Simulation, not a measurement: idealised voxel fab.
process module | voxel air gaps
cross-section cut | 250 nm wide | cells 5 nm
A cross-section is a grid of square cells, given in bands from the top down. A band is one or more rows of cells.
Each band's line starts with the height of the band's top and of its bottom, in nm. Then come its materials from left to right, each with its width in nm. One material with "throughout" fills the band from edge to edge. "air" is empty space.
Height 0 is the level under which the wafer as received is all one material. The lowest band goes on downwards, as in "0 down".
A width such as "30 to 40" changes by the same amount from each row of cells to the next, from the band's top row to its bottom row.
"no change" after a step means that no cell of the cross-section changed.
closed voids: empty space of 8 cells or more with no open way to the top, each as width x height at its distance from the left edge, in nm
after a step's settings: what the simulator itself notes on the step
overlay nm, on a step with a mask: how far to the right of its planned place the mask lay; to the left if negative
plan
1 op RECEIVE | material Si
2 op CONFORMAL_DEP | material SiO2 | thk nm 10
3 op CONFORMAL_DEP | material SiN | thk nm 5
4 op DIRECTIONAL_DEP | material SiO2 | thk nm 30
5 op PATTERN | tone open | mask id LINES | material resist | width nm 25 | pitch nm 55 | thk nm 20 | overlay nm 0
6 op DIRECTIONAL_ETCH | etch materials SiO2 | depth nm 30
7 op STRIP | etch materials resist
8 op CONFORMAL_DEP | material TiN | thk nm 5
9 op FILL_DEP | material W | thk nm 5
10 op CMP | height nm 45
11 op EPI | material Ru | thk nm 10
12 op SELECTIVE_ETCH | etch materials SiO2 | depth nm 40
13 op CONFORMAL_DEP | material SiCN | thk nm 5
as received, after step 1
  0 down: Si throughout
  closed voids: none
first wafer at the end, as planned
  60 to 55: air 15 | SiCN 220 | air 15
  55 to 45: air 15 | SiCN 5 | Ru 45 | SiCN 10 | Ru 45 | SiCN 10 | Ru 45 | SiCN 10 | Ru 45 | SiCN 5 | air 15
  45 to 40: air 15 | SiCN 15 | TiN 5 | W 15 | TiN 5 | SiCN 30 | TiN 5 | W 15 | TiN 5 | SiCN 30 | TiN 5 | W 15 | TiN 5 | SiCN 30 | TiN 5 | W 15 | TiN 5 | SiCN 15 | air 15
  40 to 20: air 25 | SiCN 5 | TiN 5 | W 15 | TiN 5 | SiCN 5 | air 20 | SiCN 5 | TiN 5 | W 15 | TiN 5 | SiCN 5 | air 20 | SiCN 5 | TiN 5 | W 15 | TiN 5 | SiCN 5 | air 20 | SiCN 5 | TiN 5 | W 15 | TiN 5 | SiCN 5 | air 25
  20 to 15: SiCN 30 | TiN 25 | SiCN 30 | TiN 25 | SiCN 30 | TiN 25 | SiCN 30 | TiN 25 | SiCN 30
  15 to 10: SiN throughout
  10 to 0: SiO2 throughout
  0 down: Si throughout
  closed voids: 20 x 20 at 60; 20 x 20 at 115; 20 x 20 at 170
second wafer at the end: like start, like plan, one mistake
  60 to 55: SiCN throughout
  55 to 45: Ru 40 | SiCN 5 | Ru 50 | SiCN 5 | Ru 50 | SiCN 5 | Ru 50 | SiCN 5 | Ru 40
  45 to 40: W 25 | TiN 5 | SiCN 25 | TiN 5 | W 20 | TiN 5 | SiCN 25 | TiN 5 | W 20 | TiN 5 | SiCN 25 | TiN 5 | W 20 | TiN 5 | SiCN 25 | TiN 5 | W 25
  40 to 20: W 25 | TiN 5 | SiCN 5 | air 15 | SiCN 5 | TiN 5 | W 20 | TiN 5 | SiCN 5 | air 15 | SiCN 5 | TiN 5 | W 20 | TiN 5 | SiCN 5 | air 15 | SiCN 5 | TiN 5 | W 20 | TiN 5 | SiCN 5 | air 15 | SiCN 5 | TiN 5 | W 25
  20 to 15: TiN 30 | SiCN 25 | TiN 30 | SiCN 25 | TiN 30 | SiCN 25 | TiN 30 | SiCN 25 | TiN 30
  15 to 10: SiN throughout
  10 to 0: SiO2 throughout
  0 down: Si throughout
  closed voids: 15 x 20 at 35; 15 x 20 at 90; 15 x 20 at 145; 15 x 20 at 200
what went wrong: step 5 ran as: op PATTERN | tone cover | mask id LINES | material resist | width nm 25 | pitch nm 55 | thk nm 20 | overlay nm 0
at the end the second wafer has, in cells: 20 more of Ru | 16 fewer of SiCN | 10 more of TiN | 50 more of W
closed voids at the end (first wafer, second wafer): 3, 4
